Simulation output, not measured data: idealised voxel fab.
Presented below is a process module, voxel transistor to metal.
Square cells of 5 nm make up the cross-section cut, whose width is 205 nm.
We lay out every cross-section as a grid of square cells and spell it out in bands from the top down, where one band means one or more rows of cells. Band: top and bottom heights (nm) first, top before bottom; then materials from left to right, widths in nm. "throughout" marks a sole material filling the band edge to edge. "air" denotes empty space. Heads up on the height convention: 0 is the point under which the incoming wafer is all one material, and the lowest band has no bottom, it just keeps going down, like "z 0 and below". With a width like "30..40", each row of cells in the band differs from the next by the same amount, the top row carrying the first number and the bottom row the second. Given "identical to before" for a step, no cell of the cross-section differs between before and after that step. "Enclosed voids": sealed empty spaces, 8 cells or more, no open way to top, listed width x height at distance, with distance from the left edge and width, height and distance in nm. after a step's settings: what the simulator itself notes on the step. "overlay nm", when on a step's line for a step with a mask, measures how far to the right of its planned place the mask lay; a negative measure means to the left.

INTENDED PROCESS STEPS
step 1: RECEIVE | material Si
step 2: CONFORMAL_DEP | material SiO2 | thk nm 5
step 3: CONFORMAL_DEP | material SiN | thk nm 15
step 4: MASKED_ETCH | tone cover | mask id ACTIVE | width nm 85 | etch materials SiN | depth nm 15 | overlay nm 0
step 5: MASKED_ETCH | tone cover | mask id ACTIVE | width nm 95 | etch materials SiO2 | depth nm 5 | overlay nm 0
step 6: MASKED_ETCH | tone cover | mask id ACTIVE | width nm 95 | etch materials Si | depth nm 25 | overlay nm 0
step 7: FILL_DEP | material SiO2 | thk nm 15
step 8: CMP | height nm 20
step 9: SELECTIVE_ETCH | etch materials SiO2 | depth nm 10
step 10: STRIP | etch materials SiN
step 11: SELECTIVE_ETCH | etch materials SiO2 | depth nm 5
step 12: OXIDIZE | depth nm 5
step 13: DIRECTIONAL_DEP | material polySi | thk nm 25
step 14: DIRECTIONAL_DEP | material SiCN | thk nm 15
step 15: PATTERN | tone cover | mask id GATE | material resist | width nm 25 | thk nm 15 | overlay nm 0
step 16: DIRECTIONAL_ETCH | etch materials SiCN | depth nm 25
step 17: DIRECTIONAL_ETCH | etch materials polySi | depth nm 35
step 18: STRIP | etch materials resist
step 19: CONFORMAL_DEP | material SiN | thk nm 10
step 20: DIRECTIONAL_ETCH | etch materials SiN | depth nm 10
step 21: DIRECTIONAL_ETCH | etch materials SiO2 | depth nm 5
step 22: EPI | material SiGe | thk nm 5
step 23: FILL_DEP | material SiO2 | thk nm 10
step 24: CMP | height nm 40
step 25: DIRECTIONAL_DEP | material SiO2 | thk nm 10
step 26: PATTERN | tone open | mask id CONTACT | material resist | width nm 25 | pitch nm 60 | thk nm 15 | overlay nm 0
step 27: DIRECTIONAL_ETCH | etch materials SiO2 | depth nm 50
step 28: STRIP | etch materials resist
step 29: CONFORMAL_DEP | material TiN | thk nm 5
step 30: FILL_DEP | material Ru | thk nm 10
step 31: CMP | height nm 50
step 32: CONFORMAL_DEP | material SiN | thk nm 5
step 33: DIRECTIONAL_DEP | material SiO2 | thk nm 15
step 34: MASKED_ETCH | tone open | mask id METAL_1 | width nm 15 | pitch nm 70 | etch materials SiO2 | depth nm 15 | overlay nm 0
step 35: MASKED_ETCH | tone open | mask id METAL_1 | width nm 15 | pitch nm 70 | etch materials SiN | depth nm 5 | overlay nm 0
step 36: CONFORMAL_DEP | material TiN | thk nm 5
step 37: FILL_DEP | material W | thk nm 5
step 38: CMP | height nm 70
step 39: CONFORMAL_DEP | material SiCN | thk nm 5
Where the wafers of this document differ is in the width nm of step 4; they start out the same, and the plan states the value that applied to the first wafer.

THE AS-RECEIVED CROSS-SECTION OF THE FIRST OF SEVERAL WAFERS CORRESPONDS TO THE STATE AFTER STEP 1
    z 0 and below | Si throughout
    Enclosed voids: none

QUICK KEY FOR THE TABLE: A ROW PER WAFER, TAKEN AT THE END OF THE MODULE. FOR EACH MATERIAL IT TELLS YOU HOW MANY CELLS THE WAFER GAINED (+) OR LOST (-) SINCE IT CAME IN, AND THE CLOSED VOIDS COME AFTER
width nm 85 | +36 Ru | -129 Si | +56 SiCN | +6 SiGe | +71 SiN | +480 SiO2 | +64 TiN | +6 W | +25 polySi | Enclosed voids: none
width nm 90 | +37 Ru | -129 Si | +56 SiCN | +7 SiGe | +71 SiN | +478 SiO2 | +64 TiN | +6 W | +25 polySi | Enclosed voids: none
width nm 95 | +38 Ru | -129 Si | +56 SiCN | +8 SiGe | +71 SiN | +476 SiO2 | +64 TiN | +6 W | +25 polySi | Enclosed voids: none
width nm 100 | +38 Ru | -125 Si | +56 SiCN | +9 SiGe | +71 SiN | +471 SiO2 | +64 TiN | +6 W | +25 polySi | Enclosed voids: none
width nm 105 | +38 Ru | -121 Si | +56 SiCN | +10 SiGe | +71 SiN | +466 SiO2 | +64 TiN | +6 W | +25 polySi | Enclosed voids: none
width nm 110 | +38 Ru | -117 Si | +56 SiCN | +11 SiGe | +71 SiN | +461 SiO2 | +64 TiN | +6 W | +25 polySi | Enclosed voids: none
